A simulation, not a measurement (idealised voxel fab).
process module | voxel wiring stack
cross-section cut | 255 nm wide | cells 5 nm
A cross-section is a grid of square cells, given in bands from the top down. A band is one or more rows of cells.
Each band's line starts with the height of the band's top and of its bottom, in nm. Then come its materials from left to right, each with its width in nm. One material with "throughout" fills the band from edge to edge. "air" is empty space.
Height 0 is the level under which the wafer as received is all one material. The lowest band goes on downwards, as in "0 down".
A width such as "30 to 40" changes by the same amount from each row of cells to the next, from the band's top row to its bottom row.
"no change" after a step means that no cell of the cross-section changed.
closed voids: empty space of 8 cells or more with no open way to the top, each as width x height at its distance from the left edge, in nm
after a step's settings: what the simulator itself notes on the step
overlay nm, on a step with a mask: how far to the right of its planned place the mask lay; to the left if negative
plan
1 op RECEIVE | material Si
2 op CONFORMAL_DEP | material SiO2 | thk nm 10
3 op CONFORMAL_DEP | material SiCN | thk nm 5
4 op DIRECTIONAL_DEP | material SiO2 | thk nm 15
5 op MASKED_ETCH | tone open | mask id METAL_1 | width nm 20 | pitch nm 50 | etch materials SiO2 | depth nm 15 | overlay nm 0
6 op MASKED_ETCH | tone open | mask id METAL_1 | width nm 20 | pitch nm 50 | etch materials SiCN | depth nm 5 | overlay nm 0
7 op CONFORMAL_DEP | material TiN | thk nm 5
8 op FILL_DEP | material Cu | thk nm 10
9 op CMP | height nm 30
10 op CONFORMAL_DEP | material SiCN | thk nm 5
11 op DIRECTIONAL_DEP | material SiO2 | thk nm 15
12 op MASKED_ETCH | tone open | mask id PLUG_1 | width nm 15 | pitch nm 100 | etch materials SiO2 | depth nm 15 | overlay nm 0
13 op MASKED_ETCH | tone open | mask id PLUG_1 | width nm 15 | pitch nm 100 | etch materials SiCN | depth nm 5 | overlay nm 0
14 op EPI | material Ru | thk nm 10
15 op EPI | material Ru | thk nm 10
16 op DIRECTIONAL_DEP | material TiN | thk nm 5
17 op DIRECTIONAL_DEP | material Ru | thk nm 20
18 op MASKED_ETCH | tone cover | mask id METAL_2 | width nm 20 | pitch nm 50 | etch materials Ru | depth nm 20 | overlay nm 0
19 op MASKED_ETCH | tone cover | mask id METAL_2 | width nm 20 | pitch nm 50 | etch materials TiN | depth nm 5 | overlay nm 0
20 op FILL_DEP | material lowk | thk nm 5
21 op CMP | height nm 75
22 op CONFORMAL_DEP | material SiCN | thk nm 5
as received, after step 1
  0 down: Si throughout
  closed voids: none
first wafer at the end, as planned
  80 to 75: SiCN throughout
  75 to 55: lowk 40 | Ru 20 | lowk 30 | Ru 20 | lowk 30 | Ru 20 | lowk 30 | Ru 20 | lowk 45
  55 to 50: lowk 40 | TiN 20 | lowk 30 | TiN 20 | lowk 30 | TiN 20 | lowk 30 | TiN 20 | lowk 45
  50 to 35: SiO2 40 | Ru 15 | SiO2 85 | Ru 15 | SiO2 100
  35 to 30: SiCN 40 | Ru 15 | SiCN 85 | Ru 15 | SiCN 100
  30 to 15: SiO2 40 | TiN 5 | Cu 10 | TiN 5 | SiO2 30 | TiN 5 | Cu 10 | TiN 5 | SiO2 30 | TiN 5 | Cu 10 | TiN 5 | SiO2 30 | TiN 5 | Cu 10 | TiN 5 | SiO2 45
  15 to 10: SiCN 40 | TiN 20 | SiCN 30 | TiN 20 | SiCN 30 | TiN 20 | SiCN 30 | TiN 20 | SiCN 45
  10 to 0: SiO2 throughout
  0 down: Si throughout
  closed voids: none
second wafer at the end: like start, like plan, one mistake
  80 to 75: SiCN throughout
  75 to 55: lowk 40 | Ru 20 | lowk 30 | Ru 20 | lowk 30 | Ru 20 | lowk 30 | Ru 20 | lowk 45
  55 to 50: Cu throughout
  50 to 35: SiO2 40 | Ru 15 | SiO2 85 | Ru 15 | SiO2 100
  35 to 30: SiCN 40 | Ru 15 | SiCN 85 | Ru 15 | SiCN 100
  30 to 15: SiO2 40 | TiN 5 | Cu 10 | TiN 5 | SiO2 30 | TiN 5 | Cu 10 | TiN 5 | SiO2 30 | TiN 5 | Cu 10 | TiN 5 | SiO2 30 | TiN 5 | Cu 10 | TiN 5 | SiO2 45
  15 to 10: SiCN 40 | TiN 20 | SiCN 30 | TiN 20 | SiCN 30 | TiN 20 | SiCN 30 | TiN 20 | SiCN 45
  10 to 0: SiO2 throughout
  0 down: Si throughout
  closed voids: none
what went wrong: step 16 ran as: op DIRECTIONAL_DEP | material Cu | thk nm 5
at the end the second wafer has, in cells: 51 more of Cu | 16 fewer of TiN | 35 fewer of lowk
